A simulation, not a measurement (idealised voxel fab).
The name of this process module is voxel capacitor over wiring.
Square cell edge 5 nm, section width 205 nm, ID cut.
A cross-section in this document is a grid of square cells, and it is written down as bands, the top band listed before the ones below it; a band is made up of one or more rows of cells.
Within each band entry, the heights of the top and of the bottom of the band appear first, in that order and in nm; the materials of the band then follow from left to right, each with its corresponding width in nm. The designation "edge to edge" on a single material indicates that it fills the band from edge to edge; the designation "air" indicates empty space.
Convention: height 0 is the level below which the wafer, as received, is all one material. The lowest band does not terminate at the bottom but continues downward, represented as "0 -> down".
Note: "30 to 40" means the width goes from the first number (top row of the band) to the second number (bottom row) in equal steps per row of cells.
Any step labelled "same as before" changed none of the cells in the cross-section.
What "Closed voids list" gives you is every empty space of 8 cells or more that is cut off from the top. Each appears as width x height at distance, with the distance taken from the left edge and width, height and distance all in nm.
after a step's settings: what the simulator itself notes on the step
For masked steps, "overlay nm" on the step line gives how far right of plan the mask actually lay; a minus sign means it lay to the left.
These are the steps we planned for the process:
1: op RECEIVE | material Si
2: op CONFORMAL_DEP | material SiO2 | thk nm 10
3: op CONFORMAL_DEP | material SiCN | thk nm 5
4: op DIRECTIONAL_DEP | material SiO2 | thk nm 25
5: op PATTERN | tone open | mask id METAL_1 | material resist | width nm 20 | pitch nm 85 | thk nm 15 | overlay nm 0
6: op DIRECTIONAL_ETCH | etch materials SiO2 | depth nm 25
7: op DIRECTIONAL_ETCH | etch materials SiCN | depth nm 5
8: op STRIP | etch materials resist
9: op CONFORMAL_DEP | material TiN | thk nm 5
10: op FILL_DEP | material Cu | thk nm 10
11: op CMP | height nm 40
12: op CONFORMAL_DEP | material SiCN | thk nm 5
13: op DIRECTIONAL_DEP | material SiO2 | thk nm 20
14: op DIRECTIONAL_DEP | material aC | thk nm 15
15: op PATTERN | tone open | mask id PLUG_1 | material resist | width nm 15 | thk nm 30 | overlay nm 0
16: op DIRECTIONAL_ETCH | etch materials aC | depth nm 15
17: op STRIP | etch materials resist
18: op DIRECTIONAL_ETCH | etch materials SiO2 | depth nm 20
19: op DIRECTIONAL_ETCH | etch materials SiCN | depth nm 5
20: op STRIP | etch materials aC
21: op EPI | material Ru | thk nm 10
22: op EPI | material Ru | thk nm 10
23: op EPI | material Ru | thk nm 5
24: op DIRECTIONAL_DEP | material TiN | thk nm 5
25: op DIRECTIONAL_DEP | material Al2O3 | thk nm 5
26: op DIRECTIONAL_DEP | material TiN | thk nm 5
27: op MASKED_ETCH | tone cover | mask id UPPER_PLATE | width nm 70 | etch materials TiN | depth nm 5 | overlay nm 0
28: op MASKED_ETCH | tone cover | mask id UPPER_PLATE | width nm 70 | etch materials Al2O3 | depth nm 5 | overlay nm 0
29: op MASKED_ETCH | tone cover | mask id LOWER_PLATE | width nm 80 | etch materials TiN | depth nm 5 | overlay nm 0
30: op FILL_DEP | material SiO2 | thk nm 15
31: op CMP | height nm 90
32: op DIRECTIONAL_DEP | material aC | thk nm 15
33: op PATTERN | tone open | mask id PLUG_2 | material resist | width nm 15 | thk nm 35 | overlay nm 0
34: op DIRECTIONAL_ETCH | etch materials aC | depth nm 15
35: op STRIP | etch materials resist
36: op DIRECTIONAL_ETCH | etch materials SiO2 | depth nm 10
37: op STRIP | etch materials aC
38: op CONFORMAL_DEP | material TiN | thk nm 5
39: op FILL_DEP | material Cu | thk nm 5
40: op CMP | height nm 90
41: op CONFORMAL_DEP | material SiCN | thk nm 5
Wafer as received: cross-section following step 1:
> 0 -> down  Si edge to edge
> Closed voids list: none
Cross-section taken at module completion on the first of two wafers; processed per the plan:
> 95 -> 90  SiCN edge to edge
> 90 -> 85  SiO2: 65, then TiN: 5, then Cu: 5, then TiN: 5, then SiO2: 125
> 85 -> 75  SiO2: 65 to 55, then TiN: 15 to 70, then SiO2: 125 to 80
> 75 -> 70  SiO2: 55, then Al2O3: 70, then SiO2: 80
> 70 -> 65  SiO2: 50, then TiN: 80, then SiO2: 75
> 65 -> 45  SiO2: 55, then Ru: 15, then SiO2: 135
> 45 -> 40  SiCN: 55, then Ru: 15, then SiCN: 135
> 40 -> 15  SiO2: 50, then TiN: 5, then Cu: 10, then TiN: 5, then SiO2: 65, then TiN: 5, then Cu: 10, then TiN: 5, then SiO2: 50
> 15 -> 10  SiCN: 50, then TiN: 20, then SiCN: 65, then TiN: 20, then SiCN: 50
> 10 -> 0  SiO2 edge to edge
> 0 -> down  Si edge to edge
> Closed voids list: none
End-of-module cross-section of the second wafer: identical starting point and process plan to the first, with one processing mistake:
> 95 -> 90  SiCN edge to edge
> 90 -> 85  SiO2: 55, then TiN: 25, then SiO2: 125
> 85 -> 80  SiO2: 55, then Al2O3: 25, then SiO2: 125
> 80 -> 75  SiO2: 50, then TiN: 75, then SiO2: 80
> 75 -> 70  SiO2: 45, then Ru: 35, then Al2O3: 45, then SiO2: 80
> 70 -> 65  SiO2: 45, then Ru: 35, then TiN: 50, then SiO2: 75
> 65 -> 45  SiO2: 55, then Ru: 15, then SiO2: 135
> 45 -> 40  SiCN: 55, then Ru: 15, then SiCN: 135
> 40 -> 15  SiO2: 50, then TiN: 5, then Cu: 10, then TiN: 5, then SiO2: 65, then TiN: 5, then Cu: 10, then TiN: 5, then SiO2: 50
> 15 -> 10  SiCN: 50, then TiN: 20, then SiCN: 65, then TiN: 20, then SiCN: 50
> 10 -> 0  SiO2 edge to edge
> 0 -> down  Si edge to edge
> Closed voids list: none
Against the plan, the run slipped here: an unidentifiable one of the identical steps 21 and 22 was run twice
Once processing is complete, comparing cell counts shows that the second wafer has more or fewer of certain materials than the first: Cu: 1 fewer, Ru: 14 more, SiO2: 8 fewer, TiN: 5 fewer
